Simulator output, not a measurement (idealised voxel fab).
Process module, titled voxel self aligned vias
Square cells of 5 nm make up the cross-section cut, whose width is 285 nm.
Heads up, the way a cross-section reads in here is a grid of square cells, handed over as bands from the top down, with every band being one or more rows of cells. Each band's line starts with the height of the band's top and of its bottom, in nm. Then come its materials from left to right, each with its width in nm. One material with "all across" fills the band from edge to edge. "air" is empty space. Heights are reckoned from 0. Under this level, the received wafer is all of one material. The bottommost band is open-ended downward, for example "top 0, no bottom". Read "30->40" as a graded width: first number on top, second number at the bottom, same change between each pair of neighbouring rows. You'll sometimes find "no modifications" written for a step, and that's the way of saying that nowhere in the cross-section did a cell change during that step. "Enclosed void catalog": empty spaces of 8 cells or more with no open way to the top, each given as width x height at distance, distance from the left edge, all in nm. Where a step's line continues beyond its settings, the continuation is a remark by the simulator itself on that step. overlay nm: mask right of planned place by this much (step with mask). Neg. = left.
THIS SECTION LISTS THE PROCESS STEPS THAT WERE PLANNED
step 1: op RECEIVE | material Si
step 2: op CONFORMAL_DEP | material SiO2 | thk nm 10
step 3: op CONFORMAL_DEP | material SiCN | thk nm 5
step 4: op DIRECTIONAL_DEP | material lowk | thk nm 25
step 5: op MASKED_ETCH | tone open | mask id LINES | width nm 20 | pitch nm 45 | etch materials lowk | depth nm 25 | overlay nm 0
step 6: op CONFORMAL_DEP | material TiN | thk nm 5
step 7: op FILL_DEP | material W | thk nm 10
step 8: op CMP | height nm 40
step 9: op SELECTIVE_ETCH | etch materials W Ru TiN | depth nm 5
step 10: op FILL_DEP | material SiN | thk nm 5
step 11: op CMP | height nm 40
step 12: op DIRECTIONAL_DEP | material lowk | thk nm 20
step 13: op DIRECTIONAL_DEP | material aC | thk nm 10
step 14: op PATTERN | tone open | mask id VIAS | material resist | width nm 30 | pitch nm 90 | thk nm 30 | overlay nm 0
step 15: op DIRECTIONAL_ETCH | etch materials aC | depth nm 10
step 16: op STRIP | etch materials resist
step 17: op DIRECTIONAL_ETCH | etch materials lowk | depth nm 20
step 18: op DIRECTIONAL_ETCH | etch materials SiN | depth nm 5
step 19: op STRIP | etch materials aC
step 20: op CONFORMAL_DEP | material TiN | thk nm 5
step 21: op FILL_DEP | material Ru | thk nm 5
step 22: op CMP | height nm 60
step 23: op CONFORMAL_DEP | material SiCN | thk nm 5
CROSS-SECTION: WAFER ON ARRIVAL = AFTER STEP 1
    top 0, no bottom  Si all across
    Enclosed void catalog: none
FIGURE: CROSS-SECTIONAL VIEW OF THE WAFER UPON COMPLETION OF THE MODULE, PROCESSED FROM THE INITIAL STATE AND ACCORDING TO THE PLAN DEPICTED ABOVE, WITH ONE ERROR INTRODUCED DURING EXECUTION
    top 65, bottom 60  SiCN all across
    top 60, bottom 45  80 nm lowk / 5 nm TiN / 20 nm Ru / 5 nm TiN / 60 nm lowk / 5 nm TiN / 20 nm Ru / 5 nm TiN / 85 nm lowk
    top 45, bottom 40  80 nm lowk / 30 nm TiN / 60 nm lowk / 30 nm TiN / 85 nm lowk
    top 40, bottom 35  SiCN all across
    top 35, bottom 10  lowk all across
    top 10, bottom 0  SiO2 all across
    top 0, no bottom  Si all across
    Enclosed void catalog: none
Heads up, the wafer didn't run the way we planned it: the run placed steps 3 and 4 each in the position the plan gave to the other
